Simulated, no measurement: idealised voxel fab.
Name of the process module below: voxel released beams
Each square cell in cross-section cut measures 5 nm, and the section as a whole is 200 nm wide.
A cross-section is written here as square cells arranged in a grid, and it is given in bands from the top down, each band taking up one or more rows of cells. It is stipulated that each band's entry specify, in nanometres, the height of the top of the band and then that of its bottom, followed by the materials of the band in left-to-right sequence, each together with its width in nanometres. A single material marked by the word "all across" is understood to fill the band from edge to edge; the word "air" is understood to denote empty space. Heads up on the height convention: 0 is the point under which the incoming wafer is all one material, and the lowest band has no bottom, it just keeps going down, like "z 0 and below". Think of "30->40" as a width that walks from the first number to the second as you go down the band, top row to bottom row, taking equal-sized steps from row to row. "remained unchanged" -> step changed no cross-section cell. The list in "Voids, sealed" covers empty spaces of 8 cells or more that cannot reach the top through any open way, and it gives each as width x height at distance; the distance is from the left edge, and width, height and distance are in nm. Post-settings text on a step line: simulator's own remark regarding the step. A step line may carry the setting "overlay nm", which, for steps involving a mask, states the distance by which the mask lay to the right of its intended position; negative values denote displacement to the left.

### Set out below are the planned steps of the process
1: op RECEIVE | material Si
2: op CONFORMAL_DEP | material SiN | thk nm 5
3: op DIRECTIONAL_DEP | material SiO2 | thk nm 20
4: op PATTERN | tone open | mask id ANCHOR | material resist | width nm 35 | thk nm 15 | overlay nm 0
5: op DIRECTIONAL_ETCH | etch materials SiO2 | depth nm 20
6: op STRIP | etch materials resist
7: op CONFORMAL_DEP | material polySi | thk nm 15
8: op DIRECTIONAL_DEP | material aC | thk nm 15
9: op PATTERN | tone cover | mask id BEAM | material resist | width nm 110 | thk nm 30 | overlay nm -15
10: op DIRECTIONAL_ETCH | etch materials aC | depth nm 15
11: op STRIP | etch materials resist
12: op DIRECTIONAL_ETCH | etch materials polySi | depth nm 15
13: op STRIP | etch materials aC
14: op STRIP | etch materials SiO2
Keep in mind the plan's value for the overlay nm of step 9 comes from the first wafer; the wafers don't share that setting, but they do share the same starting point.

### This is how the first of several wafers looked in cross-section when it arrived, which is after step 1
	z 0 and below | Si all across
	Voids, sealed: none

### Rows = wafers. At module end, each row lists per material the cells gained (+) or lost (-) since the wafer was received, then the closed voids
overlay nm -15 | +40 SiN | +90 polySi | Voids, sealed: none
overlay nm -10 | +40 SiN | +90 polySi | Voids, sealed: none
overlay nm -5 | +40 SiN | +90 polySi | Voids, sealed: none
overlay nm 0 | +40 SiN | +90 polySi | Voids, sealed: none
overlay nm 5 | +40 SiN | +90 polySi | Voids, sealed: none
overlay nm 10 | +40 SiN | +90 polySi | Voids, sealed: none
overlay nm 15 | +40 SiN | +90 polySi | Voids, sealed: none
